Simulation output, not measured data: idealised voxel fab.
voxel air gaps: a process module
Section cut is 220 nm wide and gridded with 5 nm square cells.
Heads up, the way a cross-section reads in here is a grid of square cells, handed over as bands from the top down, with every band being one or more rows of cells. Heights first: top, then bottom, in nm. Then materials, left to right, each with a width in nm. "throughout" on a single material: fills the band edge to edge. "blank": empty space. Where do heights start? At 0: under that level the wafer as delivered is made of one material only. And the lowest band has no floor; it just carries on downward, as in "from 0 down". Think of "30..40" as a width that walks from the first number to the second as you go down the band, top row to bottom row, taking equal-sized steps from row to row. Where a step carries "left unchanged", the cross-section came out of it unchanged, cell for cell. "Internal closed voids" lists enclosed empty spaces (at least 8 cells, no open path upward to the top), each as width x height at distance from the left edge, in nm. Note: text after step settings on the step line = simulator remark on that step. "overlay nm" on a masked step: distance the mask lay right of its planned place, negative for left.
-- The steps planned for the process are as follows
| 1 | RECEIVE with material Si |
| 2 | CONFORMAL_DEP with material SiO2, thk nm 15 |
| 3 | CONFORMAL_DEP with material SiN, thk nm 5 |
| 4 | DIRECTIONAL_DEP with material SiO2, thk nm 35 |
| 5 | DIRECTIONAL_DEP with material aC, thk nm 15 |
| 6 | PATTERN with tone open, mask id LINES, material resist, width nm 20, pitch nm 50, thk nm 30, overlay nm 0 |
| 7 | DIRECTIONAL_ETCH with etch materials aC, depth nm 15 |
| 8 | STRIP with etch materials resist |
| 9 | DIRECTIONAL_ETCH with etch materials SiO2, depth nm 35 |
| 10 | STRIP with etch materials aC |
| 11 | CONFORMAL_DEP with material TiN, thk nm 5 |
| 12 | FILL_DEP with material W, thk nm 10 |
| 13 | CMP with height nm 55 |
| 14 | EPI with material Ru, thk nm 10 |
| 15 | SELECTIVE_ETCH with etch materials SiO2, depth nm 45 |
| 16 | CONFORMAL_DEP with material SiCN, thk nm 5 |
-- So this is the incoming wafer in cross-section - it's already been through step 1
from 0 down  Si throughout
Internal closed voids: none
-- Post-module cross-section of the first of two wafers (run per plan)
from 70 to 65  blank: 10, then SiCN: 200, then blank: 10
from 65 to 55  blank: 10, then SiCN: 5, then Ru: 40, then SiCN: 10, then Ru: 40, then SiCN: 10, then Ru: 40, then SiCN: 10, then Ru: 40, then SiCN: 5, then blank: 10
from 55 to 50  blank: 10, then SiCN: 15, then TiN: 5, then W: 10, then TiN: 5, then SiCN: 30, then TiN: 5, then W: 10, then TiN: 5, then SiCN: 30, then TiN: 5, then W: 10, then TiN: 5, then SiCN: 30, then TiN: 5, then W: 10, then TiN: 5, then SiCN: 15, then blank: 10
from 50 to 25  blank: 20, then SiCN: 5, then TiN: 5, then W: 10, then TiN: 5, then SiCN: 5, then blank: 20, then SiCN: 5, then TiN: 5, then W: 10, then TiN: 5, then SiCN: 5, then blank: 20, then SiCN: 5, then TiN: 5, then W: 10, then TiN: 5, then SiCN: 5, then blank: 20, then SiCN: 5, then TiN: 5, then W: 10, then TiN: 5, then SiCN: 5, then blank: 20
from 25 to 20  SiCN: 25, then TiN: 20, then SiCN: 30, then TiN: 20, then SiCN: 30, then TiN: 20, then SiCN: 30, then TiN: 20, then SiCN: 25
from 20 to 15  SiN throughout
from 15 to 0  SiO2 throughout
from 0 down  Si throughout
Internal closed voids: 20 x 25 at 50; 20 x 25 at 100; 20 x 25 at 150
-- Wafer two, end of module, cross-section. Same start, same plan as wafer one. One mistake in the run
from 70 to 65  blank: 20, then SiCN: 200
from 65 to 55  blank: 20, then SiCN: 5, then Ru: 40, then SiCN: 10, then Ru: 40, then SiCN: 10, then Ru: 40, then SiCN: 10, then Ru: 40, then SiCN: 5
from 55 to 50  blank: 20, then SiCN: 15, then TiN: 5, then W: 10, then TiN: 5, then SiCN: 30, then TiN: 5, then W: 10, then TiN: 5, then SiCN: 30, then TiN: 5, then W: 10, then TiN: 5, then SiCN: 30, then TiN: 5, then W: 10, then TiN: 5, then SiCN: 15
from 50 to 25  blank: 30, then SiCN: 5, then TiN: 5, then W: 10, then TiN: 5, then SiCN: 5, then blank: 20, then SiCN: 5, then TiN: 5, then W: 10, then TiN: 5, then SiCN: 5, then blank: 20, then SiCN: 5, then TiN: 5, then W: 10, then TiN: 5, then SiCN: 5, then blank: 20, then SiCN: 5, then TiN: 5, then W: 10, then TiN: 5, then SiCN: 5, then blank: 10
from 25 to 20  SiCN: 35, then TiN: 20, then SiCN: 30, then TiN: 20, then SiCN: 30, then TiN: 20, then SiCN: 30, then TiN: 20, then SiCN: 15
from 20 to 15  SiN throughout
from 15 to 0  SiO2 throughout
from 0 down  Si throughout
Internal closed voids: 20 x 25 at 60; 20 x 25 at 110; 20 x 25 at 160; 10 x 25 at 210
Finding, execution versus plan: off-plan run, step 6, actual operation and settings PATTERN with tone open, mask id LINES, material resist, width nm 20, pitch nm 50, thk nm 30, overlay nm 10
End check, second vs first wafer: material counts in cells match, positions do not.
Upon completion, the first wafer exhibits 3 closed voids and the second wafer exhibits 4.
